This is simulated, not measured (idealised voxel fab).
Process module heading - voxel released beams
Cross-section cut: width 205 nm, square cells of 5 nm.
How to read a cross-section here: the picture is a grid of square cells, written as bands going from the top down, and any band can span one or more rows of cells.
A band entry consists of two parts. The first gives the height of the band's top and the height of its bottom, in nm. The rest lists the band's materials from left to right, each with its width in nm. A single material labelled with the word "throughout" fills the band from edge to edge, and the word "blank" marks empty space.
All heights in this document are referenced to 0, defined as the level beneath which the wafer, as received, consists entirely of one material. The lowest band is not bounded below; it extends indefinitely downward and is written in the form "z 0 and below".
Width spec "30 to 40" -> top row of cells at first value, bottom row at second value, equal per-row change in between.
"identical to before" (step): cross-section cells unchanged, all of them.
Voids, fully enclosed: empty space of 8 cells or more with no open way to the top, each as width x height at its distance from the left edge, in nm
Whatever follows a step's settings on its line is a remark the simulator itself makes about that step.
The optional step-line setting "overlay nm" applies to steps with a mask and quantifies how far to the right of its planned location the mask lay, a negative value indicating leftward placement.

**Process steps - plan**
- 1: RECEIVE | material Si
- 2: CONFORMAL_DEP | material SiN | thk nm 10
- 3: DIRECTIONAL_DEP | material SiO2 | thk nm 15
- 4: DIRECTIONAL_DEP | material aC | thk nm 10
- 5: PATTERN | tone open | mask id ANCHOR | material resist | width nm 35 | thk nm 25 | overlay nm 0
- 6: DIRECTIONAL_ETCH | etch materials aC | depth nm 10
- 7: STRIP | etch materials resist
- 8: DIRECTIONAL_ETCH | etch materials SiO2 | depth nm 15
- 9: STRIP | etch materials aC
- 10: CONFORMAL_DEP | material TiN | thk nm 15
- 11: MASKED_ETCH | tone cover | mask id BEAM | width nm 80 | etch materials TiN | depth nm 15 | overlay nm 0
- 12: STRIP | etch materials SiO2

**Wafer at receipt (post step 1), cross-section**
- z 0 and below  Si throughout
- Voids, fully enclosed: none

**Cross-section, first of two wafers, end of module, run as planned**
- z 40 to 25  blank (60), then TiN (20), then blank (5), then TiN (55), then blank (65)
- z 25 to 10  blank (65), then TiN (35), then blank (105)
- z 10 to 0  SiN throughout
- z 0 and below  Si throughout
- Voids, fully enclosed: none

**Cross-section, wafer two of two, end of module: same start and plan as wafer one, one error in execution**
- z 55 to 40  blank (60), then TiN (80), then blank (65)
- z 40 to 25  TiN throughout
- z 25 to 10  SiO2 (65), then TiN (35), then SiO2 (105)
- z 10 to 0  SiN throughout
- z 0 and below  Si throughout
- Voids, fully enclosed: none
Against the plan, the run slipped here: it should be noted that step 10 of the plan was executed twice
Final comparison by cell count, materials where the second wafer has more or fewer than the first: +102 SiO2 | +126 TiN
